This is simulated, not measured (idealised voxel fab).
The process module presented herein is designated voxel gate over fins.
We display cut, a cross-section 165 nm in width whose square cells are each 5 nm.
Cross-sections here: square-cell grids, written as top-down lists of bands, a band being one or more rows of cells.
Band: top height; bottom height; in nm. Then, left to right: material with width in nm, for each material. "everywhere": a single material spanning edge to edge. "empty": empty space.
Basically, 0 is our baseline, since under it the wafer straight out of the box is all one material. The bottom band has no lower end and keeps on going down, so it looks like "0..down".
A width given as "30 to 40" starts at the first number in the band's top row and ends at the second number in its bottom row, shifting by an equal amount at every step from row to row.
When a step is marked "nothing different", none of the cells in the cross-section changed during that step.
Entrapped void list: empty space of 8 cells or more with no open way to the top, each as width x height at its distance from the left edge, in nm
after a step's settings: what the simulator itself notes on the step
Steps that use a mask can have "overlay nm" on their line. It says how far the mask sat to the right of where it was meant to be. Negative means to the left.

So here's the lineup of process steps we planned
1) RECEIVE, material Si
2) CONFORMAL_DEP, material SiN, thk nm 5
3) PATTERN, tone cover, mask id FINS, material resist, width nm 15, pitch nm 45, thk nm 20, overlay nm 0
4) DIRECTIONAL_ETCH, etch materials SiN, depth nm 5
5) DIRECTIONAL_ETCH, etch materials Si, depth nm 30
6) STRIP, etch materials resist
7) FILL_DEP, material SiO2, thk nm 15
8) CMP, height nm 5
9) SELECTIVE_ETCH, etch materials SiO2, depth nm 20
10) STRIP, etch materials SiN
11) CONFORMAL_DEP, material HfO2, thk nm 5
12) CONFORMAL_DEP, material TiN, thk nm 5
13) CONFORMAL_DEP, material TiAl, thk nm 5
14) CONFORMAL_DEP, material TiN, thk nm 5
15) FILL_DEP, material W, thk nm 10
16) CMP, height nm 25
17) CONFORMAL_DEP, material SiCN, thk nm 10

First of two wafers, processed according to plan

Here's what the wafer looked like in cross-section when it arrived - that's after step 1
    0..down = Si everywhere
    Entrapped void list: none

The wafer, seen in cross-section, after step 2
    5..0 = SiN everywhere
    Rest of section, below 0: as before.

The wafer, seen in cross-section, after step 3
    25..5 = empty: 50 / resist: 15 / empty: 30 / resist: 15 / empty: 55
    Rest of section, below 5: as before.

The wafer, seen in cross-section, after step 4
    25..5 = empty: 50 / resist: 15 / empty: 30 / resist: 15 / empty: 55
    5..0 = empty: 50 / SiN: 15 / empty: 30 / SiN: 15 / empty: 55
    Rest of section, below 0: as before.

The wafer, seen in cross-section, after step 5
    25..5 = empty: 50 / resist: 15 / empty: 30 / resist: 15 / empty: 55
    5..0 = empty: 50 / SiN: 15 / empty: 30 / SiN: 15 / empty: 55
    0..-30 = empty: 50 / Si: 15 / empty: 30 / Si: 15 / empty: 55
    Rest of section, below -30: as before.

The wafer, seen in cross-section, after step 6
    5..0 = empty: 50 / SiN: 15 / empty: 30 / SiN: 15 / empty: 55
    Rest of section, below 0: as before.

The wafer, seen in cross-section, after step 7
    20..5 = SiO2 everywhere
    5..0 = SiO2: 50 / SiN: 15 / SiO2: 30 / SiN: 15 / SiO2: 55
    0..-30 = SiO2: 50 / Si: 15 / SiO2: 30 / Si: 15 / SiO2: 55
    Rest of section, below -30: as before.

The wafer, seen in cross-section, after step 8
    5..0 = SiO2: 50 / SiN: 15 / SiO2: 30 / SiN: 15 / SiO2: 55
    Rest of section, below 0: as before.

The wafer, seen in cross-section, after step 9
    5..0 = empty: 50 / SiN: 15 / empty: 30 / SiN: 15 / empty: 55
    0..-15 = empty: 50 / Si: 15 / empty: 30 / Si: 15 / empty: 55
    Rest of section, below -15: as before.

The wafer, seen in cross-section, after step 10
    0..-15 = empty: 50 / Si: 15 / empty: 30 / Si: 15 / empty: 55
    Rest of section, below -15: as before.

The wafer, seen in cross-section, after step 11
    5..0 = empty: 45 / HfO2: 25 / empty: 20 / HfO2: 25 / empty: 50
    0..-10 = empty: 45 / HfO2: 5 / Si: 15 / HfO2: 5 / empty: 20 / HfO2: 5 / Si: 15 / HfO2: 5 / empty: 50
    -10..-15 = HfO2: 50 / Si: 15 / HfO2: 30 / Si: 15 / HfO2: 55
    Rest of section, below -15: as before.

The wafer, seen in cross-section, after step 12
    10..5 = empty: 40 / TiN: 35 / empty: 10 / TiN: 35 / empty: 45
    5..0 = empty: 40 / TiN: 5 / HfO2: 25 / TiN: 5 / empty: 10 / TiN: 5 / HfO2: 25 / TiN: 5 / empty: 45
    0..-5 = empty: 40 / TiN: 5 / HfO2: 5 / Si: 15 / HfO2: 5 / TiN: 5 / empty: 10 / TiN: 5 / HfO2: 5 / Si: 15 / HfO2: 5 / TiN: 5 / empty: 45
    -5..-10 = TiN: 45 / HfO2: 5 / Si: 15 / HfO2: 5 / TiN: 20 / HfO2: 5 / Si: 15 / HfO2: 5 / TiN: 50
    Rest of section, below -10: as before.

The wafer, seen in cross-section, after step 13
    15..10 = empty: 35 / TiAl: 90 / empty: 40
    10..5 = empty: 35 / TiAl: 5 / TiN: 35 / TiAl: 10 / TiN: 35 / TiAl: 5 / empty: 40
    5..0 = empty: 35 / TiAl: 5 / TiN: 5 / HfO2: 25 / TiN: 5 / TiAl: 10 / TiN: 5 / HfO2: 25 / TiN: 5 / TiAl: 5 / empty: 40
    0..-5 = TiAl: 40 / TiN: 5 / HfO2: 5 / Si: 15 / HfO2: 5 / TiN: 5 / TiAl: 10 / TiN: 5 / HfO2: 5 / Si: 15 / HfO2: 5 / TiN: 5 / TiAl: 45
    Rest of section, below -5: as before.

The wafer, seen in cross-section, after step 14
    20..15 = empty: 30 / TiN: 100 / empty: 35
    15..10 = empty: 30 / TiN: 5 / TiAl: 90 / TiN: 5 / empty: 35
    10..5 = empty: 30 / TiN: 5 / TiAl: 5 / TiN: 35 / TiAl: 10 / TiN: 35 / TiAl: 5 / TiN: 5 / empty: 35
    5..0 = TiN: 35 / TiAl: 5 / TiN: 5 / HfO2: 25 / TiN: 5 / TiAl: 10 / TiN: 5 / HfO2: 25 / TiN: 5 / TiAl: 5 / TiN: 40
    Rest of section, below 0: as before.

The wafer, seen in cross-section, after step 15
    30..20 = W everywhere
    20..15 = W: 30 / TiN: 100 / W: 35
    15..10 = W: 30 / TiN: 5 / TiAl: 90 / TiN: 5 / W: 35
    10..5 = W: 30 / TiN: 5 / TiAl: 5 / TiN: 35 / TiAl: 10 / TiN: 35 / TiAl: 5 / TiN: 5 / W: 35
    Rest of section, below 5: as before.

The wafer, seen in cross-section, after step 16
    25..20 = W everywhere
    Rest of section, below 20: as before.

The wafer, seen in cross-section, after step 17
    35..25 = SiCN everywhere
    Rest of section, below 25: as before.

Now the other wafer: same start, same recipe, but we messed up one thing when running it. Up to and including step 4 it's the same as the first one

Second wafer: cross-section at the scheduled end of step 5
    25..5 = empty: 50 / resist: 15 / empty: 30 / resist: 15 / empty: 55
    5..0 = empty: 50 / SiN: 15 / empty: 30 / SiN: 15 / empty: 55
    0..-60 = empty: 50 / Si: 15 / empty: 30 / Si: 15 / empty: 55
    Rest of section, below -60: as before.

Second wafer: cross-section at the scheduled end of step 6
    5..0 = empty: 50 / SiN: 15 / empty: 30 / SiN: 15 / empty: 55
    Rest of section, below 0: as before.

Second wafer: cross-section at the scheduled end of step 7
    20..5 = SiO2 everywhere
    5..0 = SiO2: 50 / SiN: 15 / SiO2: 30 / SiN: 15 / SiO2: 55
    0..-60 = SiO2: 50 / Si: 15 / SiO2: 30 / Si: 15 / SiO2: 55
    Rest of section, below -60: as before.

Second wafer: cross-section at the scheduled end of step 8
    5..0 = SiO2: 50 / SiN: 15 / SiO2: 30 / SiN: 15 / SiO2: 55
    Rest of section, below 0: as before.

Second wafer: cross-section at the scheduled end of step 9
    5..0 = empty: 50 / SiN: 15 / empty: 30 / SiN: 15 / empty: 55
    0..-15 = empty: 50 / Si: 15 / empty: 30 / Si: 15 / empty: 55
    Rest of section, below -15: as before.

Second wafer: cross-section at the scheduled end of step 10
    0..-15 = empty: 50 / Si: 15 / empty: 30 / Si: 15 / empty: 55
    Rest of section, below -15: as before.

Second wafer: cross-section at the scheduled end of step 11
    5..0 = empty: 45 / HfO2: 25 / empty: 20 / HfO2: 25 / empty: 50
    0..-10 = empty: 45 / HfO2: 5 / Si: 15 / HfO2: 5 / empty: 20 / HfO2: 5 / Si: 15 / HfO2: 5 / empty: 50
    -10..-15 = HfO2: 50 / Si: 15 / HfO2: 30 / Si: 15 / HfO2: 55
    Rest of section, below -15: as before.

Second wafer: cross-section at the scheduled end of step 12
    10..5 = empty: 40 / TiN: 35 / empty: 10 / TiN: 35 / empty: 45
    5..0 = empty: 40 / TiN: 5 / HfO2: 25 / TiN: 5 / empty: 10 / TiN: 5 / HfO2: 25 / TiN: 5 / empty: 45
    0..-5 = empty: 40 / TiN: 5 / HfO2: 5 / Si: 15 / HfO2: 5 / TiN: 5 / empty: 10 / TiN: 5 / HfO2: 5 / Si: 15 / HfO2: 5 / TiN: 5 / empty: 45
    -5..-10 = TiN: 45 / HfO2: 5 / Si: 15 / HfO2: 5 / TiN: 20 / HfO2: 5 / Si: 15 / HfO2: 5 / TiN: 50
    Rest of section, below -10: as before.

Second wafer: cross-section at the scheduled end of step 13
    15..10 = empty: 35 / TiAl: 90 / empty: 40
    10..5 = empty: 35 / TiAl: 5 / TiN: 35 / TiAl: 10 / TiN: 35 / TiAl: 5 / empty: 40
    5..0 = empty: 35 / TiAl: 5 / TiN: 5 / HfO2: 25 / TiN: 5 / TiAl: 10 / TiN: 5 / HfO2: 25 / TiN: 5 / TiAl: 5 / empty: 40
    0..-5 = TiAl: 40 / TiN: 5 / HfO2: 5 / Si: 15 / HfO2: 5 / TiN: 5 / TiAl: 10 / TiN: 5 / HfO2: 5 / Si: 15 / HfO2: 5 / TiN: 5 / TiAl: 45
    Rest of section, below -5: as before.

Second wafer: cross-section at the scheduled end of step 14
    20..15 = empty: 30 / TiN: 100 / empty: 35
    15..10 = empty: 30 / TiN: 5 / TiAl: 90 / TiN: 5 / empty: 35
    10..5 = empty: 30 / TiN: 5 / TiAl: 5 / TiN: 35 / TiAl: 10 / TiN: 35 / TiAl: 5 / TiN: 5 / empty: 35
    5..0 = TiN: 35 / TiAl: 5 / TiN: 5 / HfO2: 25 / TiN: 5 / TiAl: 10 / TiN: 5 / HfO2: 25 / TiN: 5 / TiAl: 5 / TiN: 40
    Rest of section, below 0: as before.

Second wafer: cross-section at the scheduled end of step 15
    30..20 = W everywhere
    20..15 = W: 30 / TiN: 100 / W: 35
    15..10 = W: 30 / TiN: 5 / TiAl: 90 / TiN: 5 / W: 35
    10..5 = W: 30 / TiN: 5 / TiAl: 5 / TiN: 35 / TiAl: 10 / TiN: 35 / TiAl: 5 / TiN: 5 / W: 35
    Rest of section, below 5: as before.

Second wafer: cross-section at the scheduled end of step 16
    25..20 = W everywhere
    Rest of section, below 20: as before.

Second wafer: cross-section at the scheduled end of step 17
    35..25 = SiCN everywhere
    Rest of section, below 25: as before.
Error vs. plan: step 5 of the plan was twice carried out
Final comparison by cell count, materials where the second wafer has more or fewer than the first: Si -162; SiO2 +162
